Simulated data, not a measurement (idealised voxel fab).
This is a process module. Its name is voxel self aligned vias.
Xsec cut, 210 nm wide, square cell size 5 nm.
Reading order for cross-sections: top band down to bottom band. Underlying form: a grid of square cells. Band size: one or more rows of cells. A band entry consists of two parts. The first gives the height of the band's top and the height of its bottom, in nm. The rest lists the band's materials from left to right, each with its width in nm. A single material labelled with the word "full width" fills the band from edge to edge, and the word "empty" marks empty space. Note: height 0 marks the level under which the wafer is uniformly one material as received. Lowest band unbounded below, written "0 nm and below". When a width is written as two numbers, as in "30->40", the first number is the width in the top row of cells of the band and the second is the width in its bottom row, and the width changes by the same amount from each row to the next. "same as before" (step): cross-section cells unchanged, all of them. Under "Voids, sealed" you'll find the enclosed gaps, the ones with no way out to the top, that are 8 cells or bigger; each reads width x height at distance, with distance counted from the left edge, everything in nm. Whatever follows a step's settings on its line is a remark the simulator itself makes about that step. Regarding "overlay nm": on a step with a mask, it is the distance the mask lay to the right of its planned place; a negative value places it to the left.

STEPS IN THE PROCESS PLAN
1 RECEIVE [material Si]
2 CONFORMAL_DEP [material SiO2] [thk nm 10]
3 CONFORMAL_DEP [material SiCN] [thk nm 5]
4 DIRECTIONAL_DEP [material lowk] [thk nm 25]
5 PATTERN [tone open] [mask id LINES] [material resist] [width nm 25] [pitch nm 55] [thk nm 15] [overlay nm 0]
6 DIRECTIONAL_ETCH [etch materials lowk] [depth nm 25]
7 STRIP [etch materials resist]
8 CONFORMAL_DEP [material TiN] [thk nm 5]
9 FILL_DEP [material Ru] [thk nm 5]
10 CMP [height nm 40]
11 SELECTIVE_ETCH [etch materials W Ru TiN] [depth nm 10]
12 FILL_DEP [material SiN] [thk nm 5]
13 CMP [height nm 40]
14 DIRECTIONAL_DEP [material lowk] [thk nm 20]
15 MASKED_ETCH [tone open] [mask id VIAS] [width nm 35] [pitch nm 55] [etch materials lowk] [depth nm 20] [overlay nm 0]
16 MASKED_ETCH [tone open] [mask id VIAS] [width nm 35] [pitch nm 55] [etch materials SiN] [depth nm 10] [overlay nm 0]
17 CONFORMAL_DEP [material TiN] [thk nm 5]
18 FILL_DEP [material Ru] [thk nm 5]
19 CMP [height nm 60]
20 CONFORMAL_DEP [material SiN] [thk nm 5]

THE FIRST OF THE TWO WAFERS, WHICH RAN AS PLANNED

THE CROSS-SECTION HERE SHOWS THE WAFER AS RECEIVED, I.E. IN ITS STATE AFTER STEP 1
	0 nm and below: Si full width
	Voids, sealed: none

TAKE A LOOK AT THE WAFER'S CROSS-SECTION AFTER STEP 2
	10 nm to 0 nm: SiO2 full width
	Beneath the level 0, the cross-section is identical to its previous state.

TAKE A LOOK AT THE WAFER'S CROSS-SECTION AFTER STEP 3
	15 nm to 10 nm: SiCN full width
	Beneath the level 10, the cross-section is identical to its previous state.

TAKE A LOOK AT THE WAFER'S CROSS-SECTION AFTER STEP 4
	40 nm to 15 nm: lowk full width
	Beneath the level 15, the cross-section is identical to its previous state.

TAKE A LOOK AT THE WAFER'S CROSS-SECTION AFTER STEP 5
	55 nm to 40 nm: resist (35)  empty (25)  resist (30)  empty (25)  resist (30)  empty (25)  resist (40)
	Beneath the level 40, the cross-section is identical to its previous state.

TAKE A LOOK AT THE WAFER'S CROSS-SECTION AFTER STEP 6
	55 nm to 40 nm: resist (35)  empty (25)  resist (30)  empty (25)  resist (30)  empty (25)  resist (40)
	40 nm to 15 nm: lowk (35)  empty (25)  lowk (30)  empty (25)  lowk (30)  empty (25)  lowk (40)
	Beneath the level 15, the cross-section is identical to its previous state.

TAKE A LOOK AT THE WAFER'S CROSS-SECTION AFTER STEP 7
	40 nm to 15 nm: lowk (35)  empty (25)  lowk (30)  empty (25)  lowk (30)  empty (25)  lowk (40)
	Beneath the level 15, the cross-section is identical to its previous state.

TAKE A LOOK AT THE WAFER'S CROSS-SECTION AFTER STEP 8
	45 nm to 40 nm: TiN (40)  empty (15)  TiN (40)  empty (15)  TiN (40)  empty (15)  TiN (45)
	40 nm to 20 nm: lowk (35)  TiN (5)  empty (15)  TiN (5)  lowk (30)  TiN (5)  empty (15)  TiN (5)  lowk (30)  TiN (5)  empty (15)  TiN (5)  lowk (40)
	20 nm to 15 nm: lowk (35)  TiN (25)  lowk (30)  TiN (25)  lowk (30)  TiN (25)  lowk (40)
	Beneath the level 15, the cross-section is identical to its previous state.

TAKE A LOOK AT THE WAFER'S CROSS-SECTION AFTER STEP 9
	50 nm to 45 nm: Ru full width
	45 nm to 40 nm: TiN (40)  Ru (15)  TiN (40)  Ru (15)  TiN (40)  Ru (15)  TiN (45)
	40 nm to 20 nm: lowk (35)  TiN (5)  Ru (15)  TiN (5)  lowk (30)  TiN (5)  Ru (15)  TiN (5)  lowk (30)  TiN (5)  Ru (15)  TiN (5)  lowk (40)
	Beneath the level 20, the cross-section is identical to its previous state.

TAKE A LOOK AT THE WAFER'S CROSS-SECTION AFTER STEP 10
	40 nm to 20 nm: lowk (35)  TiN (5)  Ru (15)  TiN (5)  lowk (30)  TiN (5)  Ru (15)  TiN (5)  lowk (30)  TiN (5)  Ru (15)  TiN (5)  lowk (40)
	Beneath the level 20, the cross-section is identical to its previous state.

TAKE A LOOK AT THE WAFER'S CROSS-SECTION AFTER STEP 11
	40 nm to 30 nm: lowk (35)  empty (25)  lowk (30)  empty (25)  lowk (30)  empty (25)  lowk (40)
	Beneath the level 30, the cross-section is identical to its previous state.

TAKE A LOOK AT THE WAFER'S CROSS-SECTION AFTER STEP 12
	45 nm to 40 nm: SiN full width
	40 nm to 30 nm: lowk (35)  SiN (25)  lowk (30)  SiN (25)  lowk (30)  SiN (25)  lowk (40)
	Beneath the level 30, the cross-section is identical to its previous state.

TAKE A LOOK AT THE WAFER'S CROSS-SECTION AFTER STEP 13
	40 nm to 30 nm: lowk (35)  SiN (25)  lowk (30)  SiN (25)  lowk (30)  SiN (25)  lowk (40)
	Beneath the level 30, the cross-section is identical to its previous state.

TAKE A LOOK AT THE WAFER'S CROSS-SECTION AFTER STEP 14
	60 nm to 40 nm: lowk full width
	Beneath the level 40, the cross-section is identical to its previous state.

TAKE A LOOK AT THE WAFER'S CROSS-SECTION AFTER STEP 15
	60 nm to 40 nm: lowk (30)  empty (35)  lowk (20)  empty (35)  lowk (20)  empty (35)  lowk (35)
	Beneath the level 40, the cross-section is identical to its previous state.

TAKE A LOOK AT THE WAFER'S CROSS-SECTION AFTER STEP 16
	60 nm to 40 nm: lowk (30)  empty (35)  lowk (20)  empty (35)  lowk (20)  empty (35)  lowk (35)
	40 nm to 30 nm: lowk (35)  empty (25)  lowk (30)  empty (25)  lowk (30)  empty (25)  lowk (40)
	Beneath the level 30, the cross-section is identical to its previous state.

TAKE A LOOK AT THE WAFER'S CROSS-SECTION AFTER STEP 17
	65 nm to 60 nm: TiN (35)  empty (25)  TiN (30)  empty (25)  TiN (30)  empty (25)  TiN (40)
	60 nm to 45 nm: lowk (30)  TiN (5)  empty (25)  TiN (5)  lowk (20)  TiN (5)  empty (25)  TiN (5)  lowk (20)  TiN (5)  empty (25)  TiN (5)  lowk (35)
	45 nm to 35 nm: lowk (30->35)  TiN (10->5)  empty (15)  TiN (10->5)  lowk (20->30)  TiN (10->5)  empty (15)  TiN (10->5)  lowk (20->30)  TiN (10->5)  empty (15)  TiN (10->5)  lowk (35->40)
	35 nm to 30 nm: lowk (35)  TiN (25)  lowk (30)  TiN (25)  lowk (30)  TiN (25)  lowk (40)
	Beneath the level 30, the cross-section is identical to its previous state.

TAKE A LOOK AT THE WAFER'S CROSS-SECTION AFTER STEP 18
	70 nm to 65 nm: Ru full width
	65 nm to 60 nm: TiN (35)  Ru (25)  TiN (30)  Ru (25)  TiN (30)  Ru (25)  TiN (40)
	60 nm to 45 nm: lowk (30)  TiN (5)  Ru (25)  TiN (5)  lowk (20)  TiN (5)  Ru (25)  TiN (5)  lowk (20)  TiN (5)  Ru (25)  TiN (5)  lowk (35)
	45 nm to 35 nm: lowk (30->35)  TiN (10->5)  Ru (15)  TiN (10->5)  lowk (20->30)  TiN (10->5)  Ru (15)  TiN (10->5)  lowk (20->30)  TiN (10->5)  Ru (15)  TiN (10->5)  lowk (35->40)
	Beneath the level 35, the cross-section is identical to its previous state.

TAKE A LOOK AT THE WAFER'S CROSS-SECTION AFTER STEP 19
	60 nm to 45 nm: lowk (30)  TiN (5)  Ru (25)  TiN (5)  lowk (20)  TiN (5)  Ru (25)  TiN (5)  lowk (20)  TiN (5)  Ru (25)  TiN (5)  lowk (35)
	Beneath the level 45, the cross-section is identical to its previous state.

TAKE A LOOK AT THE WAFER'S CROSS-SECTION AFTER STEP 20
	65 nm to 60 nm: SiN full width
	Beneath the level 60, the cross-section is identical to its previous state.

WAFER TWO OF THE PAIR: SAME ORIGIN, SAME PLAN, ONE ERROR DURING THE RUN; IDENTICAL TO WAFER ONE UP TO AND INCLUDING STEP 14

AT THE PLANNED END OF STEP 15, THE SECOND WAFER IN CROSS-SECTION
	60 nm to 40 nm: lowk (35)  empty (30)  lowk (25)  empty (30)  lowk (25)  empty (30)  lowk (35)
	Beneath the level 40, the cross-section is identical to its previous state.

AT THE PLANNED END OF STEP 16, THE SECOND WAFER IN CROSS-SECTION
	60 nm to 40 nm: lowk (35)  empty (30)  lowk (25)  empty (30)  lowk (25)  empty (30)  lowk (35)
	40 nm to 30 nm: lowk (35)  empty (25)  lowk (30)  empty (25)  lowk (30)  empty (25)  lowk (40)
	Beneath the level 30, the cross-section is identical to its previous state.

AT THE PLANNED END OF STEP 17, THE SECOND WAFER IN CROSS-SECTION
	65 nm to 60 nm: TiN (40)  empty (20)  TiN (35)  empty (20)  TiN (35)  empty (20)  TiN (40)
	60 nm to 45 nm: lowk (35)  TiN (5)  empty (20)  TiN (5)  lowk (25)  TiN (5)  empty (20)  TiN (5)  lowk (25)  TiN (5)  empty (20)  TiN (5)  lowk (35)
	45 nm to 35 nm: lowk (35)  TiN (5)  empty (15)  TiN (10->5)  lowk (25->30)  TiN (5)  empty (15)  TiN (10->5)  lowk (25->30)  TiN (5)  empty (15)  TiN (10->5)  lowk (35->40)
	35 nm to 30 nm: lowk (35)  TiN (25)  lowk (30)  TiN (25)  lowk (30)  TiN (25)  lowk (40)
	Beneath the level 30, the cross-section is identical to its previous state.

AT THE PLANNED END OF STEP 18, THE SECOND WAFER IN CROSS-SECTION
	70 nm to 65 nm: Ru full width
	65 nm to 60 nm: TiN (40)  Ru (20)  TiN (35)  Ru (20)  TiN (35)  Ru (20)  TiN (40)
	60 nm to 45 nm: lowk (35)  TiN (5)  Ru (20)  TiN (5)  lowk (25)  TiN (5)  Ru (20)  TiN (5)  lowk (25)  TiN (5)  Ru (20)  TiN (5)  lowk (35)
	45 nm to 35 nm: lowk (35)  TiN (5)  Ru (15)  TiN (10->5)  lowk (25->30)  TiN (5)  Ru (15)  TiN (10->5)  lowk (25->30)  TiN (5)  Ru (15)  TiN (10->5)  lowk (35->40)
	Beneath the level 35, the cross-section is identical to its previous state.

AT THE PLANNED END OF STEP 19, THE SECOND WAFER IN CROSS-SECTION
	60 nm to 45 nm: lowk (35)  TiN (5)  Ru (20)  TiN (5)  lowk (25)  TiN (5)  Ru (20)  TiN (5)  lowk (25)  TiN (5)  Ru (20)  TiN (5)  lowk (35)
	Beneath the level 45, the cross-section is identical to its previous state.

AT THE PLANNED END OF STEP 20, THE SECOND WAFER IN CROSS-SECTION
	65 nm to 60 nm: SiN full width
	Beneath the level 60, the cross-section is identical to its previous state.
Here's what went sideways: step 15 off recipe, ran as MASKED_ETCH [tone open] [mask id VIAS] [width nm 30] [pitch nm 55] [etch materials lowk] [depth nm 20] [overlay nm 0]
Count the cells at the end and the second wafer has more or fewer of some materials than the first: Ru -9 | TiN -3 | lowk +12
